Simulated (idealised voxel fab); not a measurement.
You're looking at the process module voxel released beams.
The width of the displayed cross-section, cut, is 290 nm; its cells are square, with a size of 5 nm.
Cross-section spec: square-cell grid; bands listed top down; each band is one or more rows.
Band: top height; bottom height; in nm. Then, left to right: material with width in nm, for each material. "full width": a single material spanning edge to edge. "blank": empty space.
Height datum 0, below which the as-received substrate wafer is one material. Lowest band open at the bottom, running downward: "0 -> down".
Note: "30->40" means the width goes from the first number (top row of the band) to the second number (bottom row) in equal steps per row of cells.
Any step labelled "stayed the same" changed none of the cells in the cross-section.
"Entrapped void list" enumerates empty spaces isolated from the top, with no open way to it, that contain at least 8 cells, giving each as width x height at distance from the left edge, all three in nm.
Read whatever lies past the settings on a step's line as the simulator's own remark about the step.
Steps that use a mask can have "overlay nm" on their line. It says how far the mask sat to the right of where it was meant to be. Negative means to the left.
So here's the lineup of process steps we planned
step 1: RECEIVE with material Si
step 2: CONFORMAL_DEP with material SiN, thk nm 10
step 3: DIRECTIONAL_DEP with material SiO2, thk nm 20
step 4: MASKED_ETCH with tone open, mask id ANCHOR, width nm 35, etch materials SiO2, depth nm 20, overlay nm 0
step 5: CONFORMAL_DEP with material polySi, thk nm 5
step 6: MASKED_ETCH with tone cover, mask id BEAM, width nm 90, etch materials polySi, depth nm 10, overlay nm 0
step 7: STRIP with etch materials SiO2
Wafers differ in thk nm at step 5; plan lists the first wafer's value; identical starting state.
As-received cross-section, first of several wafers, post step 1
    0 -> down = Si full width
    Entrapped void list: none
Post step 7, the closing step of the module: first of several wafers, cross-sectioned
    35 -> 30 = 95 blank, 10 polySi, 25 blank, 55 polySi, 105 blank
    30 -> 15 = 100 blank, 5 polySi, 25 blank, 5 polySi, 155 blank
    15 -> 10 = 100 blank, 35 polySi, 155 blank
    10 -> 0 = SiN full width
    0 -> down = Si full width
    Entrapped void list: none
Sectional view of the last wafer upon completion of the module
    55 -> 45 = 95 blank, 90 polySi, 105 blank
    45 -> 30 = polySi full width
    30 -> 10 = 100 SiO2, 35 polySi, 155 SiO2
    10 -> 0 = SiN full width
    0 -> down = Si full width
    Entrapped void list: none
The table below has one row for each wafer; a row shows, as of the end of the module, how many cells of each material the wafer has gained, marked (+), or lost, marked (-), since it was received, and then the wafer's closed voids
thk nm 5; +116 SiN; +26 polySi; Entrapped void list: none
thk nm 10; +116 SiN; +52 polySi; Entrapped void list: none
thk nm 15; +116 SiN; +204 SiO2; +118 polySi; Entrapped void list: none
thk nm 20; +116 SiN; +204 SiO2; +180 polySi; Entrapped void list: none
thk nm 25; +116 SiN; +204 SiO2; +238 polySi; Entrapped void list: none
